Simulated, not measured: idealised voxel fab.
This is a process module. Its name is voxel trench capacitor.
We display cut, a cross-section 145 nm in width whose square cells are each 5 nm.
Cross-section, as written here: a square-cell grid given band by band from the top down, where a band holds one or more rows of cells. The entry gives the band's vertical extent as a top height and a bottom height in nm, then its horizontal make-up as materials from left to right, each with a width in nm. "blank" stands for empty space; a single material marked "all across" fills the band edge to edge. Note: height 0 marks the level under which the wafer is uniformly one material as received. Lowest band unbounded below, written "0 down". The two numbers in a width such as "30->40" mark its ends across the band: the first belongs to the top row of cells, the second to the bottom row, and from each row to the next the width moves by the same amount. It should be understood that the words "no modifications", when stated for a given step, signify that the cross-section underwent no change in any of its cells during that step. Enclosed voids (no open way to top), threshold 8 cells or more, entry "Enclosed empty spaces", notation width x height at distance, distance from left edge, nm. after a step's settings: what the simulator itself notes on the step. A step's line can hold "overlay nm"; with a mask on that step, the setting says how far right of the planned place the mask lay, while a negative setting says it lay to the left.
-- Here's what the planned process steps look like
1) RECEIVE [material Si]
2) CONFORMAL_DEP [material SiN] [thk nm 5]
3) DIRECTIONAL_DEP [material aC] [thk nm 15]
4) PATTERN [tone open] [mask id TRENCH] [material resist] [width nm 15] [pitch nm 45] [thk nm 35] [overlay nm 0]
5) DIRECTIONAL_ETCH [etch materials aC] [depth nm 15]
6) STRIP [etch materials resist]
7) DIRECTIONAL_ETCH [etch materials SiN] [depth nm 5]
8) DIRECTIONAL_ETCH [etch materials Si] [depth nm 40]
9) STRIP [etch materials aC]
10) CONFORMAL_DEP [material Al2O3] [thk nm 5]
11) FILL_DEP [material polySi] [thk nm 10]
12) CMP [height nm 5]
-- This is the cross-section of the wafer as we received it, i.e. after step 1
    0 down | Si all across
    Enclosed empty spaces: none
-- The following cross-section depicts the wafer upon conclusion of the module. Processing commenced from the starting condition illustrated above and adhered to the plan illustrated above, save for one mistake in execution
    0 to -35 | Si 40 nm | Al2O3 5 nm | polySi 5 nm | Al2O3 5 nm | Si 30 nm | Al2O3 5 nm | polySi 5 nm | Al2O3 5 nm | Si 45 nm
    -35 to -40 | Si 40 nm | Al2O3 15 nm | Si 30 nm | Al2O3 15 nm | Si 45 nm
    -40 down | Si all across
    Enclosed empty spaces: none
What was done differently from what was planned? contrary to plan, step 12 was performed as CMP [height nm 0]
